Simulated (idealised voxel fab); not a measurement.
The following process module bears the name voxel air gaps.
This is section cut - it's 280 nm across, gridded in 5 nm square cells.
Just so we're on the same page, the cross-sections are grids of square cells, and they're listed out in bands top to bottom, each band one or more rows deep. Band: top and bottom heights (nm) first, top before bottom; then materials from left to right, widths in nm. "everywhere" marks a sole material filling the band edge to edge. "blank" denotes empty space. Height reference: 0 = level under which incoming wafer is all one material. Lowest band: no bottom, runs on downward, e.g. "0 and below". The two numbers in a width such as "30->40" mark its ends across the band: the first belongs to the top row of cells, the second to the bottom row, and from each row to the next the width moves by the same amount. For the purposes of this document, the phrase "same as before" attached to a step denotes that no cell within the cross-section was modified by that step. If an empty space has no open way to the top and is at least 8 cells in size, "Unvented internal voids" lists it, written width x height at distance, where distance is measured from the left edge and every value is in nm. That trailing text on a step's line, after the settings, is the simulator's own remark on the step. You can add "overlay nm" to a step's line. For a step with a mask, it describes how far the mask lay to the right of its planned position, and a negative number describes a lay to the left.

-- Process steps foreseen in the plan
| 1 | RECEIVE, material Si |
| 2 | CONFORMAL_DEP, material SiO2, thk nm 10 |
| 3 | CONFORMAL_DEP, material SiN, thk nm 5 |
| 4 | DIRECTIONAL_DEP, material lowk, thk nm 40 |
| 5 | PATTERN, tone open, mask id LINES, material resist, width nm 20, pitch nm 45, thk nm 15, overlay nm 0 |
| 6 | DIRECTIONAL_ETCH, etch materials lowk, depth nm 40 |
| 7 | STRIP, etch materials resist |
| 8 | CONFORMAL_DEP, material TiN, thk nm 5 |
| 9 | FILL_DEP, material Ru, thk nm 10 |
| 10 | CMP, height nm 55 |
| 11 | EPI, material Ru, thk nm 10 |
| 12 | SELECTIVE_ETCH, etch materials lowk, depth nm 50 |
| 13 | CONFORMAL_DEP, material SiCN, thk nm 5 |

-- First wafer of two (run as planned)

-- The cross-section here shows the wafer as received, i.e. in its state after step 1
- 0 and below | Si everywhere
- Unvented internal voids: none

-- Upon completion of step 2, the wafer appears in cross-section as shown
- 10 down to 0 | SiO2 everywhere
- Whatever lies below 0 is exactly as it was before.

-- Upon completion of step 3, the wafer appears in cross-section as shown
- 15 down to 10 | SiN everywhere
- Whatever lies below 10 is exactly as it was before.

-- Upon completion of step 4, the wafer appears in cross-section as shown
- 55 down to 15 | lowk everywhere
- Whatever lies below 15 is exactly as it was before.

-- Upon completion of step 5, the wafer appears in cross-section as shown
- 70 down to 55 | resist=60  blank=20  resist=25  blank=20  resist=25  blank=20  resist=25  blank=20  resist=65
- Whatever lies below 55 is exactly as it was before.

-- Upon completion of step 6, the wafer appears in cross-section as shown
- 70 down to 55 | resist=60  blank=20  resist=25  blank=20  resist=25  blank=20  resist=25  blank=20  resist=65
- 55 down to 15 | lowk=60  blank=20  lowk=25  blank=20  lowk=25  blank=20  lowk=25  blank=20  lowk=65
- Whatever lies below 15 is exactly as it was before.

-- Upon completion of step 7, the wafer appears in cross-section as shown
- 55 down to 15 | lowk=60  blank=20  lowk=25  blank=20  lowk=25  blank=20  lowk=25  blank=20  lowk=65
- Whatever lies below 15 is exactly as it was before.

-- Upon completion of step 8, the wafer appears in cross-section as shown
- 60 down to 55 | TiN=65  blank=10  TiN=35  blank=10  TiN=35  blank=10  TiN=35  blank=10  TiN=70
- 55 down to 20 | lowk=60  TiN=5  blank=10  TiN=5  lowk=25  TiN=5  blank=10  TiN=5  lowk=25  TiN=5  blank=10  TiN=5  lowk=25  TiN=5  blank=10  TiN=5  lowk=65
- 20 down to 15 | lowk=60  TiN=20  lowk=25  TiN=20  lowk=25  TiN=20  lowk=25  TiN=20  lowk=65
- Whatever lies below 15 is exactly as it was before.

-- Upon completion of step 9, the wafer appears in cross-section as shown
- 70 down to 60 | Ru everywhere
- 60 down to 55 | TiN=65  Ru=10  TiN=35  Ru=10  TiN=35  Ru=10  TiN=35  Ru=10  TiN=70
- 55 down to 20 | lowk=60  TiN=5  Ru=10  TiN=5  lowk=25  TiN=5  Ru=10  TiN=5  lowk=25  TiN=5  Ru=10  TiN=5  lowk=25  TiN=5  Ru=10  TiN=5  lowk=65
- Whatever lies below 20 is exactly as it was before.

-- Upon completion of step 10, the wafer appears in cross-section as shown
- 55 down to 20 | lowk=60  TiN=5  Ru=10  TiN=5  lowk=25  TiN=5  Ru=10  TiN=5  lowk=25  TiN=5  Ru=10  TiN=5  lowk=25  TiN=5  Ru=10  TiN=5  lowk=65
- Whatever lies below 20 is exactly as it was before.

-- Upon completion of step 11, the wafer appears in cross-section as shown
- 65 down to 55 | blank=50  Ru=40  blank=5  Ru=40  blank=5  Ru=40  blank=5  Ru=40  blank=55
- Whatever lies below 55 is exactly as it was before.

-- Upon completion of step 12, the wafer appears in cross-section as shown
- 65 down to 55 | blank=50  Ru=40  blank=5  Ru=40  blank=5  Ru=40  blank=5  Ru=40  blank=55
- 55 down to 20 | blank=60  TiN=5  Ru=10  TiN=5  blank=25  TiN=5  Ru=10  TiN=5  blank=25  TiN=5  Ru=10  TiN=5  blank=25  TiN=5  Ru=10  TiN=5  blank=65
- 20 down to 15 | blank=60  TiN=20  blank=25  TiN=20  blank=25  TiN=20  blank=25  TiN=20  blank=65
- Whatever lies below 15 is exactly as it was before.

-- Upon completion of step 13, the wafer appears in cross-section as shown
- 70 down to 65 | blank=45  SiCN=185  blank=50
- 65 down to 55 | blank=45  SiCN=5  Ru=40  SiCN=5  Ru=40  SiCN=5  Ru=40  SiCN=5  Ru=40  SiCN=5  blank=50
- 55 down to 50 | blank=45  SiCN=15  TiN=5  Ru=10  TiN=5  SiCN=25  TiN=5  Ru=10  TiN=5  SiCN=25  TiN=5  Ru=10  TiN=5  SiCN=25  TiN=5  Ru=10  TiN=5  SiCN=15  blank=50
- 50 down to 20 | blank=55  SiCN=5  TiN=5  Ru=10  TiN=5  SiCN=5  blank=15  SiCN=5  TiN=5  Ru=10  TiN=5  SiCN=5  blank=15  SiCN=5  TiN=5  Ru=10  TiN=5  SiCN=5  blank=15  SiCN=5  TiN=5  Ru=10  TiN=5  SiCN=5  blank=60
- 20 down to 15 | SiCN=60  TiN=20  SiCN=25  TiN=20  SiCN=25  TiN=20  SiCN=25  TiN=20  SiCN=65
- Whatever lies below 15 is exactly as it was before.
- Unvented internal voids: 15 x 30 at 85; 15 x 30 at 130; 15 x 30 at 175

-- Okay, second wafer. Nothing different at the start, nothing different in the plan, just one mistake somewhere in the running. As far as step 4, counting that step, it's the first wafer all over again

-- Cross-sectional view of the second wafer at the intended end time of process step 5
- 70 down to 55 | blank=60  resist=20  blank=25  resist=20  blank=25  resist=20  blank=25  resist=20  blank=65
- Whatever lies below 55 is exactly as it was before.

-- Cross-sectional view of the second wafer at the intended end time of process step 6
- 70 down to 55 | blank=60  resist=20  blank=25  resist=20  blank=25  resist=20  blank=25  resist=20  blank=65
- 55 down to 15 | blank=60  lowk=20  blank=25  lowk=20  blank=25  lowk=20  blank=25  lowk=20  blank=65
- Whatever lies below 15 is exactly as it was before.

-- Cross-sectional view of the second wafer at the intended end time of process step 7
- 55 down to 15 | blank=60  lowk=20  blank=25  lowk=20  blank=25  lowk=20  blank=25  lowk=20  blank=65
- Whatever lies below 15 is exactly as it was before.

-- Cross-sectional view of the second wafer at the intended end time of process step 8
- 60 down to 55 | blank=55  TiN=30  blank=15  TiN=30  blank=15  TiN=30  blank=15  TiN=30  blank=60
- 55 down to 20 | blank=55  TiN=5  lowk=20  TiN=5  blank=15  TiN=5  lowk=20  TiN=5  blank=15  TiN=5  lowk=20  TiN=5  blank=15  TiN=5  lowk=20  TiN=5  blank=60
- 20 down to 15 | TiN=60  lowk=20  TiN=25  lowk=20  TiN=25  lowk=20  TiN=25  lowk=20  TiN=65
- Whatever lies below 15 is exactly as it was before.

-- Cross-sectional view of the second wafer at the intended end time of process step 9
- 70 down to 60 | Ru everywhere
- 60 down to 55 | Ru=55  TiN=30  Ru=15  TiN=30  Ru=15  TiN=30  Ru=15  TiN=30  Ru=60
- 55 down to 20 | Ru=55  TiN=5  lowk=20  TiN=5  Ru=15  TiN=5  lowk=20  TiN=5  Ru=15  TiN=5  lowk=20  TiN=5  Ru=15  TiN=5  lowk=20  TiN=5  Ru=60
- Whatever lies below 20 is exactly as it was before.

-- Cross-sectional view of the second wafer at the intended end time of process step 10
- 55 down to 20 | Ru=55  TiN=5  lowk=20  TiN=5  Ru=15  TiN=5  lowk=20  TiN=5  Ru=15  TiN=5  lowk=20  TiN=5  Ru=15  TiN=5  lowk=20  TiN=5  Ru=60
- Whatever lies below 20 is exactly as it was before.

-- Cross-sectional view of the second wafer at the intended end time of process step 11
- 65 down to 55 | Ru everywhere
- Whatever lies below 55 is exactly as it was before.

Cross-sectional view of the second wafer at the intended end time of process step 12: same as before

-- Cross-sectional view of the second wafer at the intended end time of process step 13
- 70 down to 65 | SiCN everywhere
- Whatever lies below 65 is exactly as it was before.
It is concluded that the wafer was processed incorrectly with respect to the plan, in that step 5, actual vs plan mismatch, actual run PATTERN, tone cover, mask id LINES, material resist, width nm 20, pitch nm 45, thk nm 15, overlay nm 0
Final difference in cells, second wafer against first, listed per material as more or fewer: 216 more of Ru | 100 fewer of SiCN | 24 more of TiN | 128 more of lowk
Closed voids, final: 3 / 0 (first wafer / second wafer).
